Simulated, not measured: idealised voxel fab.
process module | voxel air gaps
cross-section cut | 235 nm wide | cells 5 nm
A cross-section is a grid of square cells, given in bands from the top down. A band is one or more rows of cells.
Each band's line starts with the height of the band's top and of its bottom, in nm. Then come its materials from left to right, each with its width in nm. One material with "throughout" fills the band from edge to edge. "air" is empty space.
Height 0 is the level under which the wafer as received is all one material. The lowest band goes on downwards, as in "0 down".
A width such as "30 to 40" changes by the same amount from each row of cells to the next, from the band's top row to its bottom row.
"no change" after a step means that no cell of the cross-section changed.
closed voids: empty space of 8 cells or more with no open way to the top, each as width x height at its distance from the left edge, in nm
after a step's settings: what the simulator itself notes on the step
overlay nm, on a step with a mask: how far to the right of its planned place the mask lay; to the left if negative
plan
1 op RECEIVE | material Si
2 op CONFORMAL_DEP | material SiO2 | thk nm 15
3 op CONFORMAL_DEP | material SiN | thk nm 5
4 op DIRECTIONAL_DEP | material lowk | thk nm 35
5 op DIRECTIONAL_DEP | material aC | thk nm 15
6 op PATTERN | tone open | mask id LINES | material resist | width nm 25 | pitch nm 50 | thk nm 30 | overlay nm 0
7 op DIRECTIONAL_ETCH | etch materials aC | depth nm 15
8 op STRIP | etch materials resist
9 op DIRECTIONAL_ETCH | etch materials lowk | depth nm 35
10 op STRIP | etch materials aC
11 op CONFORMAL_DEP | material TiN | thk nm 5
12 op FILL_DEP | material Cu | thk nm 10
13 op CMP | height nm 55
14 op EPI | material Ru | thk nm 10
15 op SELECTIVE_ETCH | etch materials lowk | depth nm 45
16 op CONFORMAL_DEP | material SiCN | thk nm 5
as received, after step 1
  0 down: Si throughout
  closed voids: none
a wafer at the end: this start, this plan, one mistake
  70 to 65: air 45 | SiCN 155 | air 35
  65 to 55: air 45 | SiCN 5 | Ru 45 | SiCN 5 | Ru 45 | SiCN 5 | Ru 45 | SiCN 5 | air 35
  55 to 50: air 45 | SiCN 15 | TiN 5 | Cu 15 | TiN 5 | SiCN 25 | TiN 5 | Cu 15 | TiN 5 | SiCN 25 | TiN 5 | Cu 15 | TiN 5 | SiCN 15 | air 35
  50 to 25: air 55 | SiCN 5 | TiN 5 | Cu 15 | TiN 5 | SiCN 5 | air 15 | SiCN 5 | TiN 5 | Cu 15 | TiN 5 | SiCN 5 | air 15 | SiCN 5 | TiN 5 | Cu 15 | TiN 5 | SiCN 5 | air 45
  25 to 20: SiCN 60 | TiN 25 | SiCN 25 | TiN 25 | SiCN 25 | TiN 25 | SiCN 50
  20 to 15: SiN throughout
  15 to 0: SiO2 throughout
  0 down: Si throughout
  closed voids: 15 x 25 at 90; 15 x 25 at 140
what went wrong: step 6 ran as: op PATTERN | tone open | mask id LINES | material resist | width nm 25 | pitch nm 50 | thk nm 30 | overlay nm 5
